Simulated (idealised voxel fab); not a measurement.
Name of the process module below: voxel trench capacitor
Each square cell in cross-section cut measures 5 nm, and the section as a whole is 215 nm wide.
In what follows, cross-sections appear as grids of square cells, described through bands that run from the top down, where every band is one or more rows of cells. First you get the band's top height and its bottom height, in nm, and then the materials it's made of, left to right, with each width in nm. If you see a single material with "edge to edge", that one covers the band edge to edge. "blank" is empty space. Heads up on the height convention: 0 is the point under which the incoming wafer is all one material, and the lowest band has no bottom, it just keeps going down, like "top 0, no bottom". Note: "30->40" means the width goes from the first number (top row of the band) to the second number (bottom row) in equal steps per row of cells. "nothing was modified" -> step changed no cross-section cell. Enclosed voids (no open way to top), threshold 8 cells or more, entry "Sealed void list", notation width x height at distance, distance from left edge, nm. Post-settings text on a step line: simulator's own remark regarding the step. Regarding "overlay nm": on a step with a mask, it is the distance the mask lay to the right of its planned place; a negative value places it to the left.

Below is the list of planned process steps
| 1 | RECEIVE | material Si |
| 2 | CONFORMAL_DEP | material SiN | thk nm 10 |
| 3 | MASKED_ETCH | tone open | mask id TRENCH | width nm 30 | pitch nm 45 | etch materials SiN | depth nm 10 | overlay nm 0 |
| 4 | MASKED_ETCH | tone open | mask id TRENCH | width nm 30 | pitch nm 45 | etch materials Si | depth nm 25 | overlay nm 0 |
| 5 | CONFORMAL_DEP | material Al2O3 | thk nm 5 |
| 6 | CONFORMAL_DEP | material TiN | thk nm 5 |
| 7 | FILL_DEP | material W | thk nm 5 |
| 8 | CMP | height nm 10 |

Wafer cross-section on receipt, i.e. after step 1
    top 0, no bottom: Si edge to edge
    Sealed void list: none

End-of-module cross-section of the first of two wafers, processed as planned
    top 10, bottom 0: 45 of SiN; 5 of Al2O3; 5 of TiN; 10 of W; 5 of TiN; 5 of Al2O3; 15 of SiN; 5 of Al2O3; 5 of TiN; 10 of W; 5 of TiN; 5 of Al2O3; 15 of SiN; 5 of Al2O3; 5 of TiN; 10 of W; 5 of TiN; 5 of Al2O3; 50 of SiN
    top 0, bottom -15: 45 of Si; 5 of Al2O3; 5 of TiN; 10 of W; 5 of TiN; 5 of Al2O3; 15 of Si; 5 of Al2O3; 5 of TiN; 10 of W; 5 of TiN; 5 of Al2O3; 15 of Si; 5 of Al2O3; 5 of TiN; 10 of W; 5 of TiN; 5 of Al2O3; 50 of Si
    top -15, bottom -20: 45 of Si; 5 of Al2O3; 20 of TiN; 5 of Al2O3; 15 of Si; 5 of Al2O3; 20 of TiN; 5 of Al2O3; 15 of Si; 5 of Al2O3; 20 of TiN; 5 of Al2O3; 50 of Si
    top -20, bottom -25: 45 of Si; 30 of Al2O3; 15 of Si; 30 of Al2O3; 15 of Si; 30 of Al2O3; 50 of Si
    top -25, no bottom: Si edge to edge
    Sealed void list: none

End-of-module cross-section of the second wafer: identical starting point and process plan to the first, with one processing mistake
    top 10, bottom 0: 50 of SiN; 5 of Al2O3; 5 of TiN; 5 of W; 5 of TiN; 5 of Al2O3; 20 of SiN; 5 of Al2O3; 5 of TiN; 5 of W; 5 of TiN; 5 of Al2O3; 20 of SiN; 5 of Al2O3; 5 of TiN; 5 of W; 5 of TiN; 5 of Al2O3; 50 of SiN
    top 0, bottom -15: 50 of Si; 5 of Al2O3; 5 of TiN; 5 of W; 5 of TiN; 5 of Al2O3; 20 of Si; 5 of Al2O3; 5 of TiN; 5 of W; 5 of TiN; 5 of Al2O3; 20 of Si; 5 of Al2O3; 5 of TiN; 5 of W; 5 of TiN; 5 of Al2O3; 50 of Si
    top -15, bottom -20: 50 of Si; 5 of Al2O3; 15 of TiN; 5 of Al2O3; 20 of Si; 5 of Al2O3; 15 of TiN; 5 of Al2O3; 20 of Si; 5 of Al2O3; 15 of TiN; 5 of Al2O3; 50 of Si
    top -20, bottom -25: 50 of Si; 25 of Al2O3; 20 of Si; 25 of Al2O3; 20 of Si; 25 of Al2O3; 50 of Si
    top -25, no bottom: Si edge to edge
    Sealed void list: none
Processing error: step 3 deviated from plan and actually ran as MASKED_ETCH | tone open | mask id TRENCH | width nm 25 | pitch nm 45 | etch materials SiN | depth nm 10 | overlay nm 0
Count the cells at the end and the second wafer has more or fewer of some materials than the first: Al2O3: 3 fewer; Si: 15 more; SiN: 6 more; TiN: 3 fewer; W: 15 fewer
